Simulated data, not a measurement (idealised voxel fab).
Name of the process module below: voxel ribs on slabs
FYI the section here is cut, 190 nm wide, cells are 5 nm squares.
Cross-section spec: square-cell grid; bands listed top down; each band is one or more rows. Top, bottom (nm), then materials left to right with widths (nm); lone material tagged "full width" fills the whole band edge to edge; "air" = empty space. Height is counted from the level 0, under which the received wafer is composed throughout of one material. The lowest of the bands is not closed at the bottom but continues downward, in the notation "0 and below". Width: "30->40" (first number = top row, second number = bottom row, same change from row to row of cells). The designation "all unchanged", where it is given for a processing step, indicates that no cell of the cross-section was altered in the course of that step. The label "Sealed voids" introduces a list of the empty spaces, 8 cells or larger, that have no open way up to the top; each entry in it reads width x height at distance, where the distance is taken from the left edge and all three are stated in nm. On each step's line, the part that comes after the settings is the simulator's own comment on the step. The setting "overlay nm" may be written on the line of a step. When the step uses a mask, the value reports how far to the right of the planned place the mask lay, and a negative value reports that it lay to the left.

The process steps that were planned are listed below
1 RECEIVE, material Si
2 DIRECTIONAL_DEP, material SiO2, thk nm 30
3 DIRECTIONAL_DEP, material polySi, thk nm 20
4 PATTERN, tone cover, mask id RIB, material resist, width nm 30, thk nm 20, overlay nm 0
5 DIRECTIONAL_ETCH, etch materials polySi, depth nm 15
6 STRIP, etch materials resist
7 PATTERN, tone cover, mask id SLAB, material resist, width nm 80, thk nm 15, overlay nm 0
8 DIRECTIONAL_ETCH, etch materials polySi, depth nm 5
9 STRIP, etch materials resist
10 FILL_DEP, material SiO2, thk nm 20
11 CMP, height nm 60
12 DIRECTIONAL_DEP, material W, thk nm 5
13 MASKED_ETCH, tone cover, mask id HEATER, width nm 40, etch materials W, depth nm 5, overlay nm 0
14 CONFORMAL_DEP, material SiO2, thk nm 5

First of the two wafers, run per plan

Delivered wafer in cross-section: state after step 1
  0 and below: Si full width
  Sealed voids: none

Upon completion of step 2, the wafer appears in cross-section as shown
  30 down to 0: SiO2 full width
  Below 0, the layers are the same as they were.

Upon completion of step 3, the wafer appears in cross-section as shown
  50 down to 30: polySi full width
  Below 30, the layers are the same as they were.

Upon completion of step 4, the wafer appears in cross-section as shown
  70 down to 50: air 80 nm, then resist 30 nm, then air 80 nm
  Below 50, the layers are the same as they were.

Upon completion of step 5, the wafer appears in cross-section as shown
  70 down to 50: air 80 nm, then resist 30 nm, then air 80 nm
  50 down to 35: air 80 nm, then polySi 30 nm, then air 80 nm
  Below 35, the layers are the same as they were.

Upon completion of step 6, the wafer appears in cross-section as shown
  50 down to 35: air 80 nm, then polySi 30 nm, then air 80 nm
  Below 35, the layers are the same as they were.

Upon completion of step 7, the wafer appears in cross-section as shown
  65 down to 50: air 55 nm, then resist 80 nm, then air 55 nm
  50 down to 35: air 55 nm, then resist 25 nm, then polySi 30 nm, then resist 25 nm, then air 55 nm
  Below 35, the layers are the same as they were.

Upon completion of step 8, the wafer appears in cross-section as shown
  65 down to 50: air 55 nm, then resist 80 nm, then air 55 nm
  50 down to 35: air 55 nm, then resist 25 nm, then polySi 30 nm, then resist 25 nm, then air 55 nm
  35 down to 30: air 55 nm, then polySi 80 nm, then air 55 nm
  Below 30, the layers are the same as they were.

Upon completion of step 9, the wafer appears in cross-section as shown
  50 down to 35: air 80 nm, then polySi 30 nm, then air 80 nm
  Below 35, the layers are the same as they were.

Upon completion of step 10, the wafer appears in cross-section as shown
  70 down to 50: SiO2 full width
  50 down to 35: SiO2 80 nm, then polySi 30 nm, then SiO2 80 nm
  35 down to 30: SiO2 55 nm, then polySi 80 nm, then SiO2 55 nm
  Below 30, the layers are the same as they were.

Upon completion of step 11, the wafer appears in cross-section as shown
  60 down to 50: SiO2 full width
  Below 50, the layers are the same as they were.

Upon completion of step 12, the wafer appears in cross-section as shown
  65 down to 60: W full width
  Below 60, the layers are the same as they were.

Upon completion of step 13, the wafer appears in cross-section as shown
  65 down to 60: air 75 nm, then W 40 nm, then air 75 nm
  Below 60, the layers are the same as they were.

Upon completion of step 14, the wafer appears in cross-section as shown
  70 down to 65: air 70 nm, then SiO2 50 nm, then air 70 nm
  65 down to 60: SiO2 75 nm, then W 40 nm, then SiO2 75 nm
  Below 60, the layers are the same as they were.

Companion wafer, the second of two: same beginning, same intended sequence, one mistake in carrying it out; through step 1 inclusive it tracks the first exactly

Cross-section of the second wafer at the time step 2 of the plan should have ended
  20 down to 0: polySi full width
  Below 0, the layers are the same as they were.

Cross-section of the second wafer at the time step 3 of the plan should have ended
  50 down to 20: SiO2 full width
  Below 20, the layers are the same as they were.

Cross-section of the second wafer at the time step 4 of the plan should have ended
  70 down to 50: air 80 nm, then resist 30 nm, then air 80 nm
  Below 50, the layers are the same as they were.

Cross-section of the second wafer at the time step 5 of the plan should have ended: all unchanged

Cross-section of the second wafer at the time step 6 of the plan should have ended
  50 down to 20: SiO2 full width
  Below 20, the layers are the same as they were.

Cross-section of the second wafer at the time step 7 of the plan should have ended
  65 down to 50: air 55 nm, then resist 80 nm, then air 55 nm
  Below 50, the layers are the same as they were.

Cross-section of the second wafer at the time step 8 of the plan should have ended: all unchanged

Cross-section of the second wafer at the time step 9 of the plan should have ended
  50 down to 20: SiO2 full width
  Below 20, the layers are the same as they were.

Cross-section of the second wafer at the time step 10 of the plan should have ended
  70 down to 20: SiO2 full width
  Below 20, the layers are the same as they were.

Cross-section of the second wafer at the time step 11 of the plan should have ended
  60 down to 20: SiO2 full width
  Below 20, the layers are the same as they were.

Cross-section of the second wafer at the time step 12 of the plan should have ended
  65 down to 60: W full width
  Below 60, the layers are the same as they were.

Cross-section of the second wafer at the time step 13 of the plan should have ended
  65 down to 60: air 75 nm, then W 40 nm, then air 75 nm
  Below 60, the layers are the same as they were.

Cross-section of the second wafer at the time step 14 of the plan should have ended
  70 down to 65: air 70 nm, then SiO2 50 nm, then air 70 nm
  65 down to 60: SiO2 75 nm, then W 40 nm, then SiO2 75 nm
  Below 60, the layers are the same as they were.
What was the processing mistake? the run placed steps 2 and 3 each in the position the plan gave to the other
Count the cells at the end and the second wafer has more or fewer of some materials than the first: SiO2 -118, polySi +118
